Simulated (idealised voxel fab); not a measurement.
The process module that follows is named voxel transistor to metal.
Xsec cut, 150 nm wide, square cell size 5 nm.
The cross-sections in this document take the form of a grid made of square cells. They are written out as bands, in order from top to bottom. Each band consists of one or more rows of cells. In this notation a band is specified by the heights of its top and bottom, in that order and in nm, after which its materials appear from left to right, each paired with its width in nm. The word "all across" attached to a single material means that material fills the band from edge to edge; the word "air" stands for empty space. Convention: height 0 is the level below which the wafer, as received, is all one material. The lowest band does not terminate at the bottom but continues downward, represented as "from 0 down". With a width like "30..40", each row of cells in the band differs from the next by the same amount, the top row carrying the first number and the bottom row the second. Key: "identical to before" - step with no changed cell in the cross-section. Look at "Trapped void list" for the closed voids: empty spaces with no open path to the top, sized 8 cells or up. Each is width x height at distance, distance from the left edge, all nm. Note: text after step settings on the step line = simulator remark on that step. Among the settings permitted on a step's line is "overlay nm"; applied to a step with a mask, it specifies the extent to which the mask lay to the right of its planned position, whereas a negative figure signifies a position to the left.

LIST OF PLANNED PROCESS STEPS
1 RECEIVE,material Si
2 OXIDIZE,depth nm 5
3 CONFORMAL_DEP,material SiN,thk nm 15
4 PATTERN,tone cover,mask id ACTIVE,material resist,width nm 90,thk nm 20,overlay nm 0
5 DIRECTIONAL_ETCH,etch materials SiN,depth nm 15
6 DIRECTIONAL_ETCH,etch materials SiO2,depth nm 5
7 DIRECTIONAL_ETCH,etch materials Si,depth nm 25
8 STRIP,etch materials resist
9 FILL_DEP,material SiO2,thk nm 5
10 CMP,height nm 15
11 SELECTIVE_ETCH,etch materials SiO2,depth nm 15
12 STRIP,etch materials SiN
13 SELECTIVE_ETCH,etch materials SiO2,depth nm 5
14 OXIDIZE,depth nm 5
15 DIRECTIONAL_DEP,material polySi,thk nm 25
16 DIRECTIONAL_DEP,material SiCN,thk nm 15
17 MASKED_ETCH,tone cover,mask id GATE,width nm 20,etch materials SiCN,depth nm 25,overlay nm 0
18 MASKED_ETCH,tone cover,mask id GATE,width nm 20,etch materials polySi,depth nm 35,overlay nm 0
19 CONFORMAL_DEP,material SiN,thk nm 10
20 DIRECTIONAL_ETCH,etch materials SiN,depth nm 10
21 DIRECTIONAL_ETCH,etch materials SiO2,depth nm 5
22 DIRECTIONAL_ETCH,etch materials Si,depth nm 5
23 EPI,material SiGe,thk nm 10
24 FILL_DEP,material SiO2,thk nm 5
25 CMP,height nm 35
26 DIRECTIONAL_DEP,material SiO2,thk nm 15
27 PATTERN,tone open,mask id CONTACT,material resist,width nm 15,pitch nm 65,thk nm 20,overlay nm 0
28 DIRECTIONAL_ETCH,etch materials SiO2,depth nm 55
29 STRIP,etch materials resist
30 CONFORMAL_DEP,material TiN,thk nm 5
31 FILL_DEP,material W,thk nm 10
32 CMP,height nm 50
33 DIRECTIONAL_DEP,material TiN,thk nm 5
34 DIRECTIONAL_DEP,material Ru,thk nm 25
35 DIRECTIONAL_DEP,material aC,thk nm 10
36 PATTERN,tone cover,mask id METAL_1,material resist,width nm 15,pitch nm 65,thk nm 25,overlay nm 0
37 DIRECTIONAL_ETCH,etch materials aC,depth nm 10
38 STRIP,etch materials resist
39 DIRECTIONAL_ETCH,etch materials Ru,depth nm 25
40 DIRECTIONAL_ETCH,etch materials TiN,depth nm 5
41 STRIP,etch materials aC
42 CONFORMAL_DEP,material SiN,thk nm 5
43 FILL_DEP,material SiO2,thk nm 5
44 CMP,height nm 80
45 CONFORMAL_DEP,material SiCN,thk nm 5
46 DIRECTIONAL_DEP,material SiO2,thk nm 35
47 PATTERN,tone open,mask id METAL_2,material resist,width nm 15,pitch nm 65,thk nm 20,overlay nm 0
48 DIRECTIONAL_ETCH,etch materials SiO2,depth nm 20
49 STRIP,etch materials resist
50 PATTERN,tone open,mask id METAL_2_HOLES,material resist,width nm 15,pitch nm 65,thk nm 20,overlay nm 0
51 DIRECTIONAL_ETCH,etch materials SiO2,depth nm 15
52 DIRECTIONAL_ETCH,etch materials SiCN,depth nm 5
53 STRIP,etch materials resist
54 CONFORMAL_DEP,material TiN,thk nm 5
55 FILL_DEP,material Ru,thk nm 10
56 CMP,height nm 120
57 CONFORMAL_DEP,material SiN,thk nm 5

THIS IS THE CROSS-SECTION OF THE WAFER AS WE RECEIVED IT, I.E. AFTER STEP 1
  from 0 down = Si all across
  Trapped void list: none

END-OF-MODULE CROSS-SECTION. STARTING STRUCTURE AND PROCESS PLAN AS ABOVE; ONE MISTAKE MADE IN RUNNING IT
  from 125 to 120 = SiN all across
  from 120 to 85 = SiO2: 35, TiN: 5, Ru: 5, TiN: 5, SiO2: 50, TiN: 5, Ru: 5, TiN: 5, SiO2: 35
  from 85 to 80 = SiCN: 35, TiN: 15, SiCN: 50, TiN: 15, SiCN: 35
  from 80 to 55 = SiO2: 30, SiN: 5, Ru: 15, SiN: 5, SiO2: 40, SiN: 5, Ru: 15, SiN: 5, SiO2: 30
  from 55 to 50 = SiN: 35, TiN: 15, SiN: 50, TiN: 15, SiN: 35
  from 50 to 45 = W all across
  from 45 to 40 = TiN: 40, W: 5, TiN: 60, W: 5, TiN: 40
  from 40 to 35 = SiO2: 35, TiN: 5, W: 5, TiN: 5, SiO2: 50, TiN: 5, W: 5, TiN: 5, SiO2: 35
  from 35 to 20 = SiO2: 35, TiN: 5, W: 5, TiN: 5, SiO2: 5, SiN: 10, SiCN: 20, SiN: 10, SiO2: 5, TiN: 5, W: 5, TiN: 5, SiO2: 35
  from 20 to 5 = SiO2: 35, TiN: 5, W: 5, TiN: 5, SiO2: 5, SiN: 10, polySi: 20, SiN: 10, SiO2: 5, TiN: 5, W: 5, TiN: 5, SiO2: 35
  from 5 to 0 = SiO2: 35, TiN: 15, SiO2: 5, SiN: 10, polySi: 20, SiN: 10, SiO2: 5, TiN: 15, SiO2: 35
  from 0 to -5 = SiO2: 35, TiN: 10, SiGe: 10, SiN: 10, polySi: 20, SiN: 10, SiGe: 10, TiN: 10, SiO2: 35
  from -5 to -10 = SiO2: 25, SiGe: 30, SiO2: 40, SiGe: 30, SiO2: 25
  from -10 to -15 = SiO2: 30, SiGe: 25, Si: 40, SiGe: 25, SiO2: 30
  from -15 to -30 = SiO2: 30, Si: 90, SiO2: 30
  from -30 down = Si all across
  Trapped void list: none
What was done differently from what was planned? in deviation from the planned setting, step 26 was conducted as DIRECTIONAL_DEP,material SiO2,thk nm 5
